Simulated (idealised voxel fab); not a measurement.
Process module name: voxel gate over fins
Each square cell in cross-section cut measures 5 nm, and the section as a whole is 160 nm wide.
A cross-section in this document is a grid of square cells, and it is written down as bands, the top band listed before the ones below it; a band is made up of one or more rows of cells.
Read a band's entry like this: the first values are the height of its top and the height of its bottom in nm, and what follows is the sequence of materials from left to right, each with its width in nm. Note that "blank" is empty space, and that a single material marked "throughout" reaches across the band from edge to edge.
Ref level 0: as-received wafer is one material below here. Bottom band extends down with no lower bound ("from 0 down").
You'd read "30->40" like this: the band's top row of cells is as wide as the first number, its bottom row is as wide as the second, and going down, every row changes width by the same amount as the row before did.
It should be understood that the words "nothing altered", when stated for a given step, signify that the cross-section underwent no change in any of its cells during that step.
"Closed internal voids" contains a list of empty spaces, each no smaller than 8 cells and without an open way to the top, written in the form width x height at distance with the distance from the left edge and all three in nm.
Heads up: the bit after the settings on a step's line is the simulator's remark on that step.
overlay nm: mask right of planned place by this much (step with mask). Neg. = left.
STEPS IN THE PROCESS PLAN
1: RECEIVE, material Si
2: CONFORMAL_DEP, material SiN, thk nm 5
3: MASKED_ETCH, tone cover, mask id FINS, width nm 15, pitch nm 55, etch materials SiN, depth nm 5, overlay nm 0
4: MASKED_ETCH, tone cover, mask id FINS, width nm 15, pitch nm 55, etch materials Si, depth nm 35, overlay nm 0
5: OXIDIZE, depth nm 5
6: FILL_DEP, material SiO2, thk nm 5
7: CMP, height nm 5
8: PATTERN, tone open, mask id RAIL, material resist, width nm 15, thk nm 15, overlay nm 0
9: DIRECTIONAL_ETCH, etch materials SiO2, depth nm 35
10: STRIP, etch materials resist
11: CONFORMAL_DEP, material TiN, thk nm 5
12: FILL_DEP, material W, thk nm 10
13: CMP, height nm 5
14: SELECTIVE_ETCH, etch materials W Ru TiN, depth nm 25
15: FILL_DEP, material SiO2, thk nm 5
16: CMP, height nm 5
17: SELECTIVE_ETCH, etch materials SiO2, depth nm 20
18: STRIP, etch materials SiN
19: CONFORMAL_DEP, material HfO2, thk nm 5
20: CONFORMAL_DEP, material TiN, thk nm 5
21: CONFORMAL_DEP, material TiAl, thk nm 5
22: CONFORMAL_DEP, material TiN, thk nm 5
23: FILL_DEP, material W, thk nm 15
24: CMP, height nm 30
25: CONFORMAL_DEP, material SiN, thk nm 10
STEP 1 COMPLETE: CROSS-SECTION OF THE WAFER AS RECEIVED
  from 0 down | Si throughout
  Closed internal voids: none
CROSS-SECTIONAL RESULT AFTER MODULE COMPLETION. NOTE: STARTING CONDITION AND PLAN ARE UNCHANGED FROM ABOVE; ONE PROCESSING MISTAKE WAS MADE
  from 40 to 30 | SiN throughout
  from 30 to 25 | TiN throughout
  from 25 to 20 | TiAl throughout
  from 20 to 15 | TiN: 45, then TiAl: 10, then TiN: 45, then TiAl: 10, then TiN: 45, then TiAl: 5
  from 15 to 5 | TiN: 5, then HfO2: 35, then TiN: 5, then TiAl: 10, then TiN: 5, then HfO2: 35, then TiN: 5, then TiAl: 10, then TiN: 5, then HfO2: 35, then TiN: 5, then TiAl: 5
  from 5 to 0 | TiN: 5, then HfO2: 35, then TiN: 20, then HfO2: 35, then TiN: 20, then HfO2: 35, then TiN: 10
  from 0 to -15 | HfO2: 20, then Si: 5, then HfO2: 50, then Si: 5, then HfO2: 50, then Si: 5, then HfO2: 25
  from -15 to -20 | SiO2: 20, then Si: 5, then SiO2: 50, then Si: 5, then SiO2: 50, then Si: 5, then SiO2: 25
  from -20 to -25 | SiO2: 20, then Si: 5, then SiO2: 15, then TiN: 5, then W: 5, then TiN: 5, then SiO2: 20, then Si: 5, then SiO2: 50, then Si: 5, then SiO2: 25
  from -25 to -30 | SiO2: 20, then Si: 5, then SiO2: 15, then TiN: 15, then SiO2: 20, then Si: 5, then SiO2: 50, then Si: 5, then SiO2: 25
  from -30 to -40 | SiO2: 20, then Si: 5, then SiO2: 50, then Si: 5, then SiO2: 50, then Si: 5, then SiO2: 25
  from -40 down | Si throughout
  Closed internal voids: none
The plan and the run diverged here: planned and actual differ for step 19; actual: CONFORMAL_DEP, material HfO2, thk nm 15
